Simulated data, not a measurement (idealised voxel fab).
process module | voxel transistor to metal
cross-section cut | 215 nm wide | cells 5 nm
A cross-section is a grid of square cells, given in bands from the top down. A band is one or more rows of cells.
Each band's line starts with the height of the band's top and of its bottom, in nm. Then come its materials from left to right, each with its width in nm. One material with "throughout" fills the band from edge to edge. "air" is empty space.
Height 0 is the level under which the wafer as received is all one material. The lowest band goes on downwards, as in "0 down".
A width such as "30 to 40" changes by the same amount from each row of cells to the next, from the band's top row to its bottom row.
"no change" after a step means that no cell of the cross-section changed.
closed voids: empty space of 8 cells or more with no open way to the top, each as width x height at its distance from the left edge, in nm
after a step's settings: what the simulator itself notes on the step
overlay nm, on a step with a mask: how far to the right of its planned place the mask lay; to the left if negative
plan
1 op RECEIVE | material Si
2 op CONFORMAL_DEP | material SiO2 | thk nm 5
3 op CONFORMAL_DEP | material SiN | thk nm 10
4 op MASKED_ETCH | tone cover | mask id ACTIVE | width nm 105 | etch materials SiN | depth nm 10 | overlay nm 0
5 op MASKED_ETCH | tone cover | mask id ACTIVE | width nm 105 | etch materials SiO2 | depth nm 5 | overlay nm 0
6 op MASKED_ETCH | tone cover | mask id ACTIVE | width nm 105 | etch materials Si | depth nm 20 | overlay nm 0
7 op FILL_DEP | material SiO2 | thk nm 10
8 op CMP | height nm 15
9 op SELECTIVE_ETCH | etch materials SiO2 | depth nm 10
10 op STRIP | etch materials SiN
11 op SELECTIVE_ETCH | etch materials SiO2 | depth nm 5
12 op OXIDIZE | depth nm 5
13 op DIRECTIONAL_DEP | material polySi | thk nm 30
14 op DIRECTIONAL_DEP | material SiCN | thk nm 10
15 op PATTERN | tone cover | mask id GATE | material resist | width nm 25 | thk nm 20 | overlay nm 0
16 op DIRECTIONAL_ETCH | etch materials SiCN | depth nm 20
17 op DIRECTIONAL_ETCH | etch materials polySi | depth nm 40
18 op STRIP | etch materials resist
19 op CONFORMAL_DEP | material SiN | thk nm 5
20 op DIRECTIONAL_ETCH | etch materials SiN | depth nm 5
21 op DIRECTIONAL_ETCH | etch materials SiO2 | depth nm 5
22 op EPI | material pSi | thk nm 5
23 op FILL_DEP | material SiO2 | thk nm 10
24 op CMP | height nm 30
25 op STRIP | etch materials polySi
26 op SELECTIVE_ETCH | etch materials SiO2 | depth nm 5
27 op CONFORMAL_DEP | material HfO2 | thk nm 5
28 op CONFORMAL_DEP | material TiN | thk nm 5
29 op FILL_DEP | material W | thk nm 5
30 op CMP | height nm 25
31 op DIRECTIONAL_DEP | material SiO2 | thk nm 15
32 op PATTERN | tone open | mask id CONTACT | material resist | width nm 15 | pitch nm 70 | thk nm 15 | overlay nm 0
33 op DIRECTIONAL_ETCH | etch materials SiO2 | depth nm 40
34 op STRIP | etch materials resist
35 op CONFORMAL_DEP | material TiN | thk nm 5
36 op FILL_DEP | material Ru | thk nm 5
37 op CMP | height nm 40
38 op DIRECTIONAL_DEP | material TiN | thk nm 5
39 op DIRECTIONAL_DEP | material W | thk nm 15
40 op DIRECTIONAL_DEP | material aC | thk nm 15
41 op PATTERN | tone cover | mask id METAL_1 | material resist | width nm 15 | pitch nm 70 | thk nm 35 | overlay nm 0
42 op DIRECTIONAL_ETCH | etch materials aC | depth nm 15
43 op STRIP | etch materials resist
44 op DIRECTIONAL_ETCH | etch materials W | depth nm 15
45 op DIRECTIONAL_ETCH | etch materials TiN | depth nm 5
46 op STRIP | etch materials aC
47 op CONFORMAL_DEP | material SiCN | thk nm 5
48 op FILL_DEP | material lowk | thk nm 5
49 op CMP | height nm 60
50 op CONFORMAL_DEP | material SiN | thk nm 5
as received, after step 1
  0 down: Si throughout
  closed voids: none
first wafer at the end, as planned
  65 to 60: SiN throughout
  60 to 45: lowk 60 | SiCN 5 | W 15 | SiCN 5 | lowk 45 | SiCN 5 | W 15 | SiCN 5 | lowk 60
  45 to 40: SiCN 65 | TiN 15 | SiCN 55 | TiN 15 | SiCN 65
  40 to 25: SiO2 65 | TiN 5 | Ru 5 | TiN 5 | SiO2 55 | TiN 5 | Ru 5 | TiN 5 | SiO2 65
  25 to 5: SiO2 65 | TiN 5 | Ru 5 | TiN 5 | SiO2 10 | SiN 5 | HfO2 5 | TiN 5 | W 5 | TiN 5 | HfO2 5 | SiN 5 | SiO2 10 | TiN 5 | Ru 5 | TiN 5 | SiO2 65
  5 to 0: SiO2 65 | TiN 15 | SiO2 10 | SiN 5 | HfO2 5 | TiN 15 | HfO2 5 | SiN 5 | SiO2 10 | TiN 15 | SiO2 65
  0 to -5: SiO2 50 | pSi 40 | HfO2 35 | pSi 40 | SiO2 50
  -5 to -20: SiO2 55 | Si 105 | SiO2 55
  -20 down: Si throughout
  closed voids: none
second wafer at the end: like start, like plan, one mistake
  65 to 60: SiN throughout
  60 to 45: lowk 60 | SiCN 5 | W 15 | SiCN 5 | lowk 45 | SiCN 5 | W 15 | SiCN 5 | lowk 60
  45 to 40: SiCN 65 | TiN 15 | SiCN 55 | TiN 15 | SiCN 65
  40 to 25: SiO2 65 | TiN 5 | Ru 5 | TiN 5 | SiO2 55 | TiN 5 | Ru 5 | TiN 5 | SiO2 65
  25 to 5: SiO2 65 | TiN 5 | Ru 5 | TiN 5 | SiO2 10 | SiN 5 | TiN 5 | W 15 | TiN 5 | SiN 5 | SiO2 10 | TiN 5 | Ru 5 | TiN 5 | SiO2 65
  5 to 0: SiO2 65 | TiN 15 | SiO2 10 | SiN 5 | TiN 5 | W 15 | TiN 5 | SiN 5 | SiO2 10 | TiN 15 | SiO2 65
  0 to -5: SiO2 50 | pSi 40 | TiN 35 | pSi 40 | SiO2 50
  -5 to -20: SiO2 55 | Si 105 | SiO2 55
  -20 down: Si throughout
  closed voids: none
what went wrong: step 27 was left out
at the end the second wafer has, in cells: 17 fewer of HfO2 | 6 more of TiN | 11 more of W
